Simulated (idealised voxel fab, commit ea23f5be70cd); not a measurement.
Process module, titled voxel air gaps
The cross-section shown here is cut; it is 285 nm wide and divided into square cells measuring 5 nm on a side.
Each cross-section below is a grid of square cells, stated as bands in top-down order, with one or more rows of cells making up each band. A band entry consists of two parts. The first gives the height of the band's top and the height of its bottom, in nm. The rest lists the band's materials from left to right, each with its width in nm. A single material labelled with the word "all across" fills the band from edge to edge, and the word "blank" marks empty space. Heights from 0 (as-received wafer is one material below). Bottom band endless downward, as "0 and below". Note: "30..40" means the width goes from the first number (top row of the band) to the second number (bottom row) in equal steps per row of cells. "remained the same" -> step changed no cross-section cell. Listed in "Closed internal voids": every empty space of 8 or more cells without an open way to the top. Form: width x height at distance, the distance being from the left edge, all in nm. The remark found on a step's line after its settings is issued by the simulator itself and pertains to that step. Regarding "overlay nm": on a step with a mask, it is the distance the mask lay to the right of its planned place; a negative value places it to the left.

The following list gives the planned process steps
1 RECEIVE,material Si
2 CONFORMAL_DEP,material SiO2,thk nm 10
3 CONFORMAL_DEP,material SiN,thk nm 5
4 DIRECTIONAL_DEP,material lowk,thk nm 40
5 PATTERN,tone open,mask id LINES,material resist,width nm 15,pitch nm 45,thk nm 15,overlay nm 0
6 DIRECTIONAL_ETCH,etch materials lowk,depth nm 40
7 STRIP,etch materials resist
8 CONFORMAL_DEP,material TiN,thk nm 5
9 FILL_DEP,material W,thk nm 5
10 CMP,height nm 55
11 EPI,material Ru,thk nm 10
12 SELECTIVE_ETCH,etch materials lowk,depth nm 50
13 CONFORMAL_DEP,material SiN,thk nm 5

Shown in cross-section is the wafer as received, that is, as it stands after step 1
  0 and below = Si all across
  Closed internal voids: none

Cross-sectional result after module completion. Note: starting condition and plan are unchanged from above; one processing mistake was made
  70 down to 65 = blank: 75  SiN: 135  blank: 75
  65 down to 55 = blank: 75  SiN: 5  Ru: 35  SiN: 10  Ru: 35  SiN: 10  Ru: 35  SiN: 5  blank: 75
  55 down to 20 = blank: 75  SiN: 5  Ru: 10  TiN: 5  W: 5  TiN: 5  Ru: 10  SiN: 10  Ru: 10  TiN: 5  W: 5  TiN: 5  Ru: 10  SiN: 10  Ru: 10  TiN: 5  W: 5  TiN: 5  Ru: 10  SiN: 5  blank: 75
  20 down to 15 = SiN: 80  Ru: 10  TiN: 15  Ru: 10  SiN: 10  Ru: 10  TiN: 15  Ru: 10  SiN: 10  Ru: 10  TiN: 15  Ru: 10  SiN: 80
  15 down to 10 = SiN all across
  10 down to 0 = SiO2 all across
  0 and below = Si all across
  Closed internal voids: none
Misprocessing identified: contrary to the plan, steps 11 and 12 were processed in exchanged order
